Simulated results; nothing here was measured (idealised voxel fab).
process module | voxel transistor to metal
cross-section cut | 280 nm wide | cells 5 nm
A cross-section is a grid of square cells, given in bands from the top down. A band is one or more rows of cells.
Each band's line starts with the height of the band's top and of its bottom, in nm. Then come its materials from left to right, each with its width in nm. One material with "throughout" fills the band from edge to edge. "air" is empty space.
Height 0 is the level under which the wafer as received is all one material. The lowest band goes on downwards, as in "0 down".
A width such as "30 to 40" changes by the same amount from each row of cells to the next, from the band's top row to its bottom row.
"no change" after a step means that no cell of the cross-section changed.
closed voids: empty space of 8 cells or more with no open way to the top, each as width x height at its distance from the left edge, in nm
after a step's settings: what the simulator itself notes on the step
overlay nm, on a step with a mask: how far to the right of its planned place the mask lay; to the left if negative
plan
1 op RECEIVE | material Si
2 op OXIDIZE | depth nm 5
3 op CONFORMAL_DEP | material SiN | thk nm 15
4 op MASKED_ETCH | tone cover | mask id ACTIVE | width nm 100 | pitch nm 130 | etch materials SiN | depth nm 15 | overlay nm 0
5 op MASKED_ETCH | tone cover | mask id ACTIVE | width nm 100 | pitch nm 130 | etch materials SiO2 | depth nm 5 | overlay nm 0
6 op MASKED_ETCH | tone cover | mask id ACTIVE | width nm 100 | pitch nm 130 | etch materials Si | depth nm 25 | overlay nm 0
7 op OXIDIZE | depth nm 5
8 op FILL_DEP | material SiO2 | thk nm 5
9 op CMP | height nm 15
10 op SELECTIVE_ETCH | etch materials SiO2 | depth nm 15
11 op STRIP | etch materials SiN
12 op SELECTIVE_ETCH | etch materials SiO2 | depth nm 5
13 op OXIDIZE | depth nm 5
14 op DIRECTIONAL_DEP | material polySi | thk nm 20
15 op DIRECTIONAL_DEP | material SiCN | thk nm 10
16 op MASKED_ETCH | tone cover | mask id GATE | width nm 20 | pitch nm 130 | etch materials SiCN | depth nm 20 | overlay nm 0
17 op MASKED_ETCH | tone cover | mask id GATE | width nm 20 | pitch nm 130 | etch materials polySi | depth nm 30 | overlay nm 0
18 op CONFORMAL_DEP | material SiN | thk nm 5
19 op DIRECTIONAL_ETCH | etch materials SiN | depth nm 5
20 op DIRECTIONAL_ETCH | etch materials SiO2 | depth nm 5
21 op EPI | material pSi | thk nm 5
22 op FILL_DEP | material SiO2 | thk nm 10
23 op CMP | height nm 25
24 op DIRECTIONAL_DEP | material SiO2 | thk nm 10
25 op DIRECTIONAL_DEP | material aC | thk nm 15
26 op PATTERN | tone open | mask id CONTACT | material resist | width nm 30 | thk nm 30 | overlay nm 0
27 op DIRECTIONAL_ETCH | etch materials aC | depth nm 15
28 op STRIP | etch materials resist
29 op DIRECTIONAL_ETCH | etch materials SiO2 | depth nm 40
30 op STRIP | etch materials aC
31 op CONFORMAL_DEP | material TiN | thk nm 5
32 op FILL_DEP | material W | thk nm 10
33 op CMP | height nm 35
34 op CONFORMAL_DEP | material SiN | thk nm 5
35 op DIRECTIONAL_DEP | material SiO2 | thk nm 15
36 op DIRECTIONAL_DEP | material aC | thk nm 10
37 op PATTERN | tone open | mask id METAL_1 | material resist | width nm 15 | thk nm 30 | overlay nm 0
38 op DIRECTIONAL_ETCH | etch materials aC | depth nm 10
39 op STRIP | etch materials resist
40 op DIRECTIONAL_ETCH | etch materials SiO2 | depth nm 15
41 op DIRECTIONAL_ETCH | etch materials SiN | depth nm 5
42 op STRIP | etch materials aC
43 op CONFORMAL_DEP | material TiN | thk nm 5
44 op FILL_DEP | material Cu | thk nm 10
45 op CMP | height nm 55
46 op CONFORMAL_DEP | material SiN | thk nm 5
first wafer, as planned
as received, after step 1
  0 down: Si throughout
  closed voids: none
after step 2
  0 to -5: SiO2 throughout
  below -5: unchanged
after step 3
  15 to 0: SiN throughout
  below 0: unchanged
after step 4
  15 to 0: air 25 | SiN 100 | air 30 | SiN 100 | air 25
  below 0: unchanged
after step 5
  15 to 0: air 25 | SiN 100 | air 30 | SiN 100 | air 25
  0 to -5: air 25 | SiO2 100 | air 30 | SiO2 100 | air 25
  below -5: unchanged
after step 6
  15 to 0: air 25 | SiN 100 | air 30 | SiN 100 | air 25
  0 to -5: air 25 | SiO2 100 | air 30 | SiO2 100 | air 25
  -5 to -30: air 25 | Si 100 | air 30 | Si 100 | air 25
  below -30: unchanged
after step 7
  15 to 0: air 25 | SiN 100 | air 30 | SiN 100 | air 25
  0 to -5: air 25 | SiO2 100 | air 30 | SiO2 100 | air 25
  -5 to -30: air 25 | SiO2 5 | Si 90 | SiO2 5 | air 30 | SiO2 5 | Si 90 | SiO2 5 | air 25
  -30 to -35: SiO2 30 | Si 90 | SiO2 40 | Si 90 | SiO2 30
  below -35: unchanged
after step 8
  20 to 15: SiO2 throughout
  15 to 0: SiO2 25 | SiN 100 | SiO2 30 | SiN 100 | SiO2 25
  0 to -5: SiO2 throughout
  -5 to -35: SiO2 30 | Si 90 | SiO2 40 | Si 90 | SiO2 30
  below -35: unchanged
after step 9
  15 to 0: SiO2 25 | SiN 100 | SiO2 30 | SiN 100 | SiO2 25
  below 0: unchanged
after step 10
  15 to 0: air 25 | SiN 100 | air 30 | SiN 100 | air 25
  below 0: unchanged
after step 11
  0 to -5: SiO2 throughout
  below -5: unchanged
after step 12
  -5 to -35: SiO2 30 | Si 90 | SiO2 40 | Si 90 | SiO2 30
  below -35: unchanged
after step 13
  -5 to -10: SiO2 throughout
  below -10: unchanged
after step 14
  15 to -5: polySi throughout
  below -5: unchanged
after step 15
  25 to 15: SiCN throughout
  below 15: unchanged
after step 16
  25 to 15: air 65 | SiCN 20 | air 110 | SiCN 20 | air 65
  below 15: unchanged
after step 17
  25 to 15: air 65 | SiCN 20 | air 110 | SiCN 20 | air 65
  15 to -5: air 65 | polySi 20 | air 110 | polySi 20 | air 65
  below -5: unchanged
after step 18
  30 to 25: air 60 | SiN 30 | air 100 | SiN 30 | air 60
  25 to 15: air 60 | SiN 5 | SiCN 20 | SiN 5 | air 100 | SiN 5 | SiCN 20 | SiN 5 | air 60
  15 to 0: air 60 | SiN 5 | polySi 20 | SiN 5 | air 100 | SiN 5 | polySi 20 | SiN 5 | air 60
  0 to -5: SiN 65 | polySi 20 | SiN 110 | polySi 20 | SiN 65
  below -5: unchanged
after step 19
  25 to 15: air 60 | SiN 5 | SiCN 20 | SiN 5 | air 100 | SiN 5 | SiCN 20 | SiN 5 | air 60
  15 to -5: air 60 | SiN 5 | polySi 20 | SiN 5 | air 100 | SiN 5 | polySi 20 | SiN 5 | air 60
  below -5: unchanged
after step 20
  25 to 15: air 60 | SiN 5 | SiCN 20 | SiN 5 | air 100 | SiN 5 | SiCN 20 | SiN 5 | air 60
  15 to -5: air 60 | SiN 5 | polySi 20 | SiN 5 | air 100 | SiN 5 | polySi 20 | SiN 5 | air 60
  -5 to -10: air 60 | SiO2 30 | air 100 | SiO2 30 | air 60
  below -10: unchanged
after step 21
  25 to 15: air 60 | SiN 5 | SiCN 20 | SiN 5 | air 100 | SiN 5 | SiCN 20 | SiN 5 | air 60
  15 to -5: air 60 | SiN 5 | polySi 20 | SiN 5 | air 100 | SiN 5 | polySi 20 | SiN 5 | air 60
  -5 to -10: air 25 | pSi 35 | SiO2 30 | pSi 35 | air 30 | pSi 35 | SiO2 30 | pSi 35 | air 25
  below -10: unchanged
after step 22
  35 to 25: SiO2 throughout
  25 to 15: SiO2 60 | SiN 5 | SiCN 20 | SiN 5 | SiO2 100 | SiN 5 | SiCN 20 | SiN 5 | SiO2 60
  15 to -5: SiO2 60 | SiN 5 | polySi 20 | SiN 5 | SiO2 100 | SiN 5 | polySi 20 | SiN 5 | SiO2 60
  -5 to -10: SiO2 25 | pSi 35 | SiO2 30 | pSi 35 | SiO2 30 | pSi 35 | SiO2 30 | pSi 35 | SiO2 25
  below -10: unchanged
after step 23
  25 to 15: SiO2 60 | SiN 5 | SiCN 20 | SiN 5 | SiO2 100 | SiN 5 | SiCN 20 | SiN 5 | SiO2 60
  below 15: unchanged
after step 24
  35 to 25: SiO2 throughout
  below 25: unchanged
after step 25
  50 to 35: aC throughout
  below 35: unchanged
after step 26
  80 to 50: resist 30 | air 30 | resist 30 | air 30 | resist 40 | air 30 | resist 30 | air 30 | resist 30
  below 50: unchanged
after step 27
  65 to 50: resist 30 | air 30 | resist 30 | air 30 | resist 40 | air 30 | resist 30 | air 30 | resist 30
  50 to 35: aC 30 | air 30 | aC 30 | air 30 | aC 40 | air 30 | aC 30 | air 30 | aC 30
  below 35: unchanged
after step 28
  50 to 35: aC 30 | air 30 | aC 30 | air 30 | aC 40 | air 30 | aC 30 | air 30 | aC 30
  below 35: unchanged
after step 29
  50 to 35: aC 30 | air 30 | aC 30 | air 30 | aC 40 | air 30 | aC 30 | air 30 | aC 30
  35 to 25: SiO2 30 | air 30 | SiO2 30 | air 30 | SiO2 40 | air 30 | SiO2 30 | air 30 | SiO2 30
  25 to 15: SiO2 30 | air 30 | SiN 5 | SiCN 20 | SiN 5 | air 30 | SiO2 40 | air 30 | SiN 5 | SiCN 20 | SiN 5 | air 30 | SiO2 30
  15 to -5: SiO2 30 | air 30 | SiN 5 | polySi 20 | SiN 5 | air 30 | SiO2 40 | air 30 | SiN 5 | polySi 20 | SiN 5 | air 30 | SiO2 30
  below -5: unchanged
after step 30
  35 to 25: SiO2 30 | air 30 | SiO2 30 | air 30 | SiO2 40 | air 30 | SiO2 30 | air 30 | SiO2 30
  below 25: unchanged
after step 31
  40 to 35: TiN 35 | air 20 | TiN 40 | air 20 | TiN 50 | air 20 | TiN 40 | air 20 | TiN 35
  35 to 25: SiO2 30 | TiN 5 | air 20 | TiN 5 | SiO2 30 | TiN 5 | air 20 | TiN 5 | SiO2 40 | TiN 5 | air 20 | TiN 5 | SiO2 30 | TiN 5 | air 20 | TiN 5 | SiO2 30
  25 to 15: SiO2 30 | TiN 5 | air 20 | TiN 5 | SiN 5 | SiCN 20 | SiN 5 | TiN 5 | air 20 | TiN 5 | SiO2 40 | TiN 5 | air 20 | TiN 5 | SiN 5 | SiCN 20 | SiN 5 | TiN 5 | air 20 | TiN 5 | SiO2 30
  15 to 0: SiO2 30 | TiN 5 | air 20 | TiN 5 | SiN 5 | polySi 20 | SiN 5 | TiN 5 | air 20 | TiN 5 | SiO2 40 | TiN 5 | air 20 | TiN 5 | SiN 5 | polySi 20 | SiN 5 | TiN 5 | air 20 | TiN 5 | SiO2 30
  0 to -5: SiO2 30 | TiN 30 | SiN 5 | polySi 20 | SiN 5 | TiN 30 | SiO2 40 | TiN 30 | SiN 5 | polySi 20 | SiN 5 | TiN 30 | SiO2 30
  below -5: unchanged
after step 32
  50 to 40: W throughout
  40 to 35: TiN 35 | W 20 | TiN 40 | W 20 | TiN 50 | W 20 | TiN 40 | W 20 | TiN 35
  35 to 25: SiO2 30 | TiN 5 | W 20 | TiN 5 | SiO2 30 | TiN 5 | W 20 | TiN 5 | SiO2 40 | TiN 5 | W 20 | TiN 5 | SiO2 30 | TiN 5 | W 20 | TiN 5 | SiO2 30
  25 to 15: SiO2 30 | TiN 5 | W 20 | TiN 5 | SiN 5 | SiCN 20 | SiN 5 | TiN 5 | W 20 | TiN 5 | SiO2 40 | TiN 5 | W 20 | TiN 5 | SiN 5 | SiCN 20 | SiN 5 | TiN 5 | W 20 | TiN 5 | SiO2 30
  15 to 0: SiO2 30 | TiN 5 | W 20 | TiN 5 | SiN 5 | polySi 20 | SiN 5 | TiN 5 | W 20 | TiN 5 | SiO2 40 | TiN 5 | W 20 | TiN 5 | SiN 5 | polySi 20 | SiN 5 | TiN 5 | W 20 | TiN 5 | SiO2 30
  below 0: unchanged
after step 33
  35 to 25: SiO2 30 | TiN 5 | W 20 | TiN 5 | SiO2 30 | TiN 5 | W 20 | TiN 5 | SiO2 40 | TiN 5 | W 20 | TiN 5 | SiO2 30 | TiN 5 | W 20 | TiN 5 | SiO2 30
  below 25: unchanged
after step 34
  40 to 35: SiN throughout
  below 35: unchanged
after step 35
  55 to 40: SiO2 throughout
  below 40: unchanged
after step 36
  65 to 55: aC throughout
  below 55: unchanged
after step 37
  95 to 65: resist 30 | air 15 | resist 60 | air 15 | resist 40 | air 15 | resist 60 | air 15 | resist 30
  below 65: unchanged
after step 38
  85 to 65: resist 30 | air 15 | resist 60 | air 15 | resist 40 | air 15 | resist 60 | air 15 | resist 30
  65 to 55: aC 30 | air 15 | aC 60 | air 15 | aC 40 | air 15 | aC 60 | air 15 | aC 30
  below 55: unchanged
after step 39
  65 to 55: aC 30 | air 15 | aC 60 | air 15 | aC 40 | air 15 | aC 60 | air 15 | aC 30
  below 55: unchanged
after step 40
  65 to 55: aC 30 | air 15 | aC 60 | air 15 | aC 40 | air 15 | aC 60 | air 15 | aC 30
  55 to 40: SiO2 30 | air 15 | SiO2 60 | air 15 | SiO2 40 | air 15 | SiO2 60 | air 15 | SiO2 30
  below 40: unchanged
after step 41
  65 to 55: aC 30 | air 15 | aC 60 | air 15 | aC 40 | air 15 | aC 60 | air 15 | aC 30
  55 to 40: SiO2 30 | air 15 | SiO2 60 | air 15 | SiO2 40 | air 15 | SiO2 60 | air 15 | SiO2 30
  40 to 35: SiN 30 | air 15 | SiN 60 | air 15 | SiN 40 | air 15 | SiN 60 | air 15 | SiN 30
  below 35: unchanged
after step 42
  55 to 40: SiO2 30 | air 15 | SiO2 60 | air 15 | SiO2 40 | air 15 | SiO2 60 | air 15 | SiO2 30
  below 40: unchanged
after step 43
  60 to 55: TiN 35 | air 5 | TiN 70 | air 5 | TiN 50 | air 5 | TiN 70 | air 5 | TiN 35
  55 to 40: SiO2 30 | TiN 5 | air 5 | TiN 5 | SiO2 60 | TiN 5 | air 5 | TiN 5 | SiO2 40 | TiN 5 | air 5 | TiN 5 | SiO2 60 | TiN 5 | air 5 | TiN 5 | SiO2 30
  40 to 35: SiN 30 | TiN 15 | SiN 60 | TiN 15 | SiN 40 | TiN 15 | SiN 60 | TiN 15 | SiN 30
  below 35: unchanged
after step 44
  70 to 60: Cu throughout
  60 to 55: TiN 35 | Cu 5 | TiN 70 | Cu 5 | TiN 50 | Cu 5 | TiN 70 | Cu 5 | TiN 35
  55 to 40: SiO2 30 | TiN 5 | Cu 5 | TiN 5 | SiO2 60 | TiN 5 | Cu 5 | TiN 5 | SiO2 40 | TiN 5 | Cu 5 | TiN 5 | SiO2 60 | TiN 5 | Cu 5 | TiN 5 | SiO2 30
  below 40: unchanged
after step 45
  55 to 40: SiO2 30 | TiN 5 | Cu 5 | TiN 5 | SiO2 60 | TiN 5 | Cu 5 | TiN 5 | SiO2 40 | TiN 5 | Cu 5 | TiN 5 | SiO2 60 | TiN 5 | Cu 5 | TiN 5 | SiO2 30
  below 40: unchanged
after step 46
  60 to 55: SiN throughout
  below 55: unchanged
second wafer: like start, like plan, one mistake. Through step 9 it matches the first wafer
when step 10 should have ended
  15 to 0: SiO2 25 | air 100 | SiO2 30 | air 100 | SiO2 25
  below 0: unchanged
when step 11 should have ended
  0 to -5: SiO2 10 | air 260 | SiO2 10
  -5 to -15: SiO2 10 | air 20 | Si 90 | air 40 | Si 90 | air 20 | SiO2 10
  below -15: unchanged
when step 12 should have ended
  -5 to -20: SiO2 5 | air 25 | Si 90 | air 40 | Si 90 | air 25 | SiO2 5
  below -20: unchanged
when step 13 should have ended
  -5 to -10: SiO2 5 | air 25 | SiO2 90 | air 40 | SiO2 90 | air 25 | SiO2 5
  -10 to -20: SiO2 5 | air 25 | SiO2 5 | Si 80 | SiO2 5 | air 40 | SiO2 5 | Si 80 | SiO2 5 | air 25 | SiO2 5
  -20 to -25: SiO2 35 | Si 80 | SiO2 50 | Si 80 | SiO2 35
  below -25: unchanged
when step 14 should have ended
  15 to 0: polySi 5 | air 25 | polySi 90 | air 40 | polySi 90 | air 25 | polySi 5
  0 to -5: polySi throughout
  -5 to -10: SiO2 5 | polySi 25 | SiO2 90 | polySi 40 | SiO2 90 | polySi 25 | SiO2 5
  -10 to -20: SiO2 5 | polySi 25 | SiO2 5 | Si 80 | SiO2 5 | polySi 40 | SiO2 5 | Si 80 | SiO2 5 | polySi 25 | SiO2 5
  below -20: unchanged
when step 15 should have ended
  25 to 15: SiCN 5 | air 25 | SiCN 90 | air 40 | SiCN 90 | air 25 | SiCN 5
  15 to 10: polySi 5 | air 25 | polySi 90 | air 40 | polySi 90 | air 25 | polySi 5
  10 to 0: polySi 5 | SiCN 25 | polySi 90 | SiCN 40 | polySi 90 | SiCN 25 | polySi 5
  below 0: unchanged
when step 16 should have ended
  25 to 15: air 65 | SiCN 20 | air 110 | SiCN 20 | air 65
  15 to 0: polySi 5 | air 25 | polySi 90 | air 40 | polySi 90 | air 25 | polySi 5
  below 0: unchanged
when step 17 should have ended
  25 to 15: air 65 | SiCN 20 | air 110 | SiCN 20 | air 65
  15 to -5: air 65 | polySi 20 | air 110 | polySi 20 | air 65
  -5 to -10: SiO2 5 | air 25 | SiO2 90 | air 40 | SiO2 90 | air 25 | SiO2 5
  -10 to -20: SiO2 5 | air 25 | SiO2 5 | Si 80 | SiO2 5 | air 40 | SiO2 5 | Si 80 | SiO2 5 | air 25 | SiO2 5
  below -20: unchanged
when step 18 should have ended
  30 to 25: air 60 | SiN 30 | air 100 | SiN 30 | air 60
  25 to 15: air 60 | SiN 5 | SiCN 20 | SiN 5 | air 100 | SiN 5 | SiCN 20 | SiN 5 | air 60
  15 to 0: air 60 | SiN 5 | polySi 20 | SiN 5 | air 100 | SiN 5 | polySi 20 | SiN 5 | air 60
  0 to -5: SiN 10 | air 15 | SiN 40 | polySi 20 | SiN 40 | air 30 | SiN 40 | polySi 20 | SiN 40 | air 15 | SiN 10
  -5 to -10: SiO2 5 | SiN 5 | air 15 | SiN 5 | SiO2 90 | SiN 5 | air 30 | SiN 5 | SiO2 90 | SiN 5 | air 15 | SiN 5 | SiO2 5
  -10 to -15: SiO2 5 | SiN 5 | air 15 | SiN 5 | SiO2 5 | Si 80 | SiO2 5 | SiN 5 | air 30 | SiN 5 | SiO2 5 | Si 80 | SiO2 5 | SiN 5 | air 15 | SiN 5 | SiO2 5
  -15 to -20: SiO2 5 | SiN 25 | SiO2 5 | Si 80 | SiO2 5 | SiN 40 | SiO2 5 | Si 80 | SiO2 5 | SiN 25 | SiO2 5
  below -20: unchanged
when step 19 should have ended
  25 to 15: air 60 | SiN 5 | SiCN 20 | SiN 5 | air 100 | SiN 5 | SiCN 20 | SiN 5 | air 60
  15 to -5: air 60 | SiN 5 | polySi 20 | SiN 5 | air 100 | SiN 5 | polySi 20 | SiN 5 | air 60
  -5 to -10: SiO2 5 | SiN 5 | air 15 | SiN 5 | SiO2 90 | SiN 5 | air 30 | SiN 5 | SiO2 90 | SiN 5 | air 15 | SiN 5 | SiO2 5
  -10 to -20: SiO2 5 | SiN 5 | air 15 | SiN 5 | SiO2 5 | Si 80 | SiO2 5 | SiN 5 | air 30 | SiN 5 | SiO2 5 | Si 80 | SiO2 5 | SiN 5 | air 15 | SiN 5 | SiO2 5
  below -20: unchanged
when step 20 should have ended
  25 to 15: air 60 | SiN 5 | SiCN 20 | SiN 5 | air 100 | SiN 5 | SiCN 20 | SiN 5 | air 60
  15 to -5: air 60 | SiN 5 | polySi 20 | SiN 5 | air 100 | SiN 5 | polySi 20 | SiN 5 | air 60
  -5 to -10: air 5 | SiN 5 | air 15 | SiN 5 | air 30 | SiO2 30 | air 30 | SiN 5 | air 30 | SiN 5 | air 30 | SiO2 30 | air 30 | SiN 5 | air 15 | SiN 5 | air 5
  -10 to -20: SiO2 5 | SiN 5 | air 15 | SiN 5 | SiO2 5 | Si 80 | SiO2 5 | SiN 5 | air 30 | SiN 5 | SiO2 5 | Si 80 | SiO2 5 | SiN 5 | air 15 | SiN 5 | SiO2 5
  -20 to -25: SiO2 10 | air 15 | SiO2 10 | Si 80 | SiO2 10 | air 30 | SiO2 10 | Si 80 | SiO2 10 | air 15 | SiO2 10
  below -25: unchanged
when step 21 should have ended
  25 to 15: air 60 | SiN 5 | SiCN 20 | SiN 5 | air 100 | SiN 5 | SiCN 20 | SiN 5 | air 60
  15 to -5: air 60 | SiN 5 | polySi 20 | SiN 5 | air 100 | SiN 5 | polySi 20 | SiN 5 | air 60
  -5 to -10: air 5 | SiN 5 | air 15 | SiN 5 | pSi 30 | SiO2 30 | pSi 30 | SiN 5 | air 30 | SiN 5 | pSi 30 | SiO2 30 | pSi 30 | SiN 5 | air 15 | SiN 5 | air 5
  below -10: unchanged
when step 22 should have ended
  35 to 25: SiO2 throughout
  25 to 15: SiO2 60 | SiN 5 | SiCN 20 | SiN 5 | SiO2 100 | SiN 5 | SiCN 20 | SiN 5 | SiO2 60
  15 to -5: SiO2 60 | SiN 5 | polySi 20 | SiN 5 | SiO2 100 | SiN 5 | polySi 20 | SiN 5 | SiO2 60
  -5 to -10: SiO2 5 | SiN 5 | SiO2 15 | SiN 5 | pSi 30 | SiO2 30 | pSi 30 | SiN 5 | SiO2 30 | SiN 5 | pSi 30 | SiO2 30 | pSi 30 | SiN 5 | SiO2 15 | SiN 5 | SiO2 5
  -10 to -20: SiO2 5 | SiN 5 | SiO2 15 | SiN 5 | SiO2 5 | Si 80 | SiO2 5 | SiN 5 | SiO2 30 | SiN 5 | SiO2 5 | Si 80 | SiO2 5 | SiN 5 | SiO2 15 | SiN 5 | SiO2 5
  -20 to -25: SiO2 35 | Si 80 | SiO2 50 | Si 80 | SiO2 35
  below -25: unchanged
when step 23 should have ended
  25 to 15: SiO2 60 | SiN 5 | SiCN 20 | SiN 5 | SiO2 100 | SiN 5 | SiCN 20 | SiN 5 | SiO2 60
  below 15: unchanged
when step 24 should have ended
  35 to 25: SiO2 throughout
  below 25: unchanged
when step 25 should have ended
  50 to 35: aC throughout
  below 35: unchanged
when step 26 should have ended
  80 to 50: resist 30 | air 30 | resist 30 | air 30 | resist 40 | air 30 | resist 30 | air 30 | resist 30
  below 50: unchanged
when step 27 should have ended
  65 to 50: resist 30 | air 30 | resist 30 | air 30 | resist 40 | air 30 | resist 30 | air 30 | resist 30
  50 to 35: aC 30 | air 30 | aC 30 | air 30 | aC 40 | air 30 | aC 30 | air 30 | aC 30
  below 35: unchanged
when step 28 should have ended
  50 to 35: aC 30 | air 30 | aC 30 | air 30 | aC 40 | air 30 | aC 30 | air 30 | aC 30
  below 35: unchanged
when step 29 should have ended
  50 to 35: aC 30 | air 30 | aC 30 | air 30 | aC 40 | air 30 | aC 30 | air 30 | aC 30
  35 to 25: SiO2 30 | air 30 | SiO2 30 | air 30 | SiO2 40 | air 30 | SiO2 30 | air 30 | SiO2 30
  25 to 15: SiO2 30 | air 30 | SiN 5 | SiCN 20 | SiN 5 | air 30 | SiO2 40 | air 30 | SiN 5 | SiCN 20 | SiN 5 | air 30 | SiO2 30
  15 to -5: SiO2 30 | air 30 | SiN 5 | polySi 20 | SiN 5 | air 30 | SiO2 40 | air 30 | SiN 5 | polySi 20 | SiN 5 | air 30 | SiO2 30
  below -5: unchanged
when step 30 should have ended
  35 to 25: SiO2 30 | air 30 | SiO2 30 | air 30 | SiO2 40 | air 30 | SiO2 30 | air 30 | SiO2 30
  below 25: unchanged
when step 31 should have ended
  40 to 35: TiN 35 | air 20 | TiN 40 | air 20 | TiN 50 | air 20 | TiN 40 | air 20 | TiN 35
  35 to 25: SiO2 30 | TiN 5 | air 20 | TiN 5 | SiO2 30 | TiN 5 | air 20 | TiN 5 | SiO2 40 | TiN 5 | air 20 | TiN 5 | SiO2 30 | TiN 5 | air 20 | TiN 5 | SiO2 30
  25 to 15: SiO2 30 | TiN 5 | air 20 | TiN 5 | SiN 5 | SiCN 20 | SiN 5 | TiN 5 | air 20 | TiN 5 | SiO2 40 | TiN 5 | air 20 | TiN 5 | SiN 5 | SiCN 20 | SiN 5 | TiN 5 | air 20 | TiN 5 | SiO2 30
  15 to 0: SiO2 30 | TiN 5 | air 20 | TiN 5 | SiN 5 | polySi 20 | SiN 5 | TiN 5 | air 20 | TiN 5 | SiO2 40 | TiN 5 | air 20 | TiN 5 | SiN 5 | polySi 20 | SiN 5 | TiN 5 | air 20 | TiN 5 | SiO2 30
  0 to -5: SiO2 30 | TiN 30 | SiN 5 | polySi 20 | SiN 5 | TiN 30 | SiO2 40 | TiN 30 | SiN 5 | polySi 20 | SiN 5 | TiN 30 | SiO2 30
  below -5: unchanged
when step 32 should have ended
  50 to 40: W throughout
  40 to 35: TiN 35 | W 20 | TiN 40 | W 20 | TiN 50 | W 20 | TiN 40 | W 20 | TiN 35
  35 to 25: SiO2 30 | TiN 5 | W 20 | TiN 5 | SiO2 30 | TiN 5 | W 20 | TiN 5 | SiO2 40 | TiN 5 | W 20 | TiN 5 | SiO2 30 | TiN 5 | W 20 | TiN 5 | SiO2 30
  25 to 15: SiO2 30 | TiN 5 | W 20 | TiN 5 | SiN 5 | SiCN 20 | SiN 5 | TiN 5 | W 20 | TiN 5 | SiO2 40 | TiN 5 | W 20 | TiN 5 | SiN 5 | SiCN 20 | SiN 5 | TiN 5 | W 20 | TiN 5 | SiO2 30
  15 to 0: SiO2 30 | TiN 5 | W 20 | TiN 5 | SiN 5 | polySi 20 | SiN 5 | TiN 5 | W 20 | TiN 5 | SiO2 40 | TiN 5 | W 20 | TiN 5 | SiN 5 | polySi 20 | SiN 5 | TiN 5 | W 20 | TiN 5 | SiO2 30
  below 0: unchanged
when step 33 should have ended
  35 to 25: SiO2 30 | TiN 5 | W 20 | TiN 5 | SiO2 30 | TiN 5 | W 20 | TiN 5 | SiO2 40 | TiN 5 | W 20 | TiN 5 | SiO2 30 | TiN 5 | W 20 | TiN 5 | SiO2 30
  below 25: unchanged
when step 34 should have ended
  40 to 35: SiN throughout
  below 35: unchanged
when step 35 should have ended
  55 to 40: SiO2 throughout
  below 40: unchanged
when step 36 should have ended
  65 to 55: aC throughout
  below 55: unchanged
when step 37 should have ended
  95 to 65: resist 30 | air 15 | resist 60 | air 15 | resist 40 | air 15 | resist 60 | air 15 | resist 30
  below 65: unchanged
when step 38 should have ended
  85 to 65: resist 30 | air 15 | resist 60 | air 15 | resist 40 | air 15 | resist 60 | air 15 | resist 30
  65 to 55: aC 30 | air 15 | aC 60 | air 15 | aC 40 | air 15 | aC 60 | air 15 | aC 30
  below 55: unchanged
when step 39 should have ended
  65 to 55: aC 30 | air 15 | aC 60 | air 15 | aC 40 | air 15 | aC 60 | air 15 | aC 30
  below 55: unchanged
when step 40 should have ended
  65 to 55: aC 30 | air 15 | aC 60 | air 15 | aC 40 | air 15 | aC 60 | air 15 | aC 30
  55 to 40: SiO2 30 | air 15 | SiO2 60 | air 15 | SiO2 40 | air 15 | SiO2 60 | air 15 | SiO2 30
  below 40: unchanged
when step 41 should have ended
  65 to 55: aC 30 | air 15 | aC 60 | air 15 | aC 40 | air 15 | aC 60 | air 15 | aC 30
  55 to 40: SiO2 30 | air 15 | SiO2 60 | air 15 | SiO2 40 | air 15 | SiO2 60 | air 15 | SiO2 30
  40 to 35: SiN 30 | air 15 | SiN 60 | air 15 | SiN 40 | air 15 | SiN 60 | air 15 | SiN 30
  below 35: unchanged
when step 42 should have ended
  55 to 40: SiO2 30 | air 15 | SiO2 60 | air 15 | SiO2 40 | air 15 | SiO2 60 | air 15 | SiO2 30
  below 40: unchanged
when step 43 should have ended
  60 to 55: TiN 35 | air 5 | TiN 70 | air 5 | TiN 50 | air 5 | TiN 70 | air 5 | TiN 35
  55 to 40: SiO2 30 | TiN 5 | air 5 | TiN 5 | SiO2 60 | TiN 5 | air 5 | TiN 5 | SiO2 40 | TiN 5 | air 5 | TiN 5 | SiO2 60 | TiN 5 | air 5 | TiN 5 | SiO2 30
  40 to 35: SiN 30 | TiN 15 | SiN 60 | TiN 15 | SiN 40 | TiN 15 | SiN 60 | TiN 15 | SiN 30
  below 35: unchanged
when step 44 should have ended
  70 to 60: Cu throughout
  60 to 55: TiN 35 | Cu 5 | TiN 70 | Cu 5 | TiN 50 | Cu 5 | TiN 70 | Cu 5 | TiN 35
  55 to 40: SiO2 30 | TiN 5 | Cu 5 | TiN 5 | SiO2 60 | TiN 5 | Cu 5 | TiN 5 | SiO2 40 | TiN 5 | Cu 5 | TiN 5 | SiO2 60 | TiN 5 | Cu 5 | TiN 5 | SiO2 30
  below 40: unchanged
when step 45 should have ended
  55 to 40: SiO2 30 | TiN 5 | Cu 5 | TiN 5 | SiO2 60 | TiN 5 | Cu 5 | TiN 5 | SiO2 40 | TiN 5 | Cu 5 | TiN 5 | SiO2 60 | TiN 5 | Cu 5 | TiN 5 | SiO2 30
  below 40: unchanged
when step 46 should have ended
  60 to 55: SiN throughout
  below 55: unchanged
what went wrong: steps 10 and 11 were swapped
at the end the second wafer has, in cells: 12 fewer of Si | 18 more of SiN | 2 fewer of SiO2 | 4 fewer of pSi
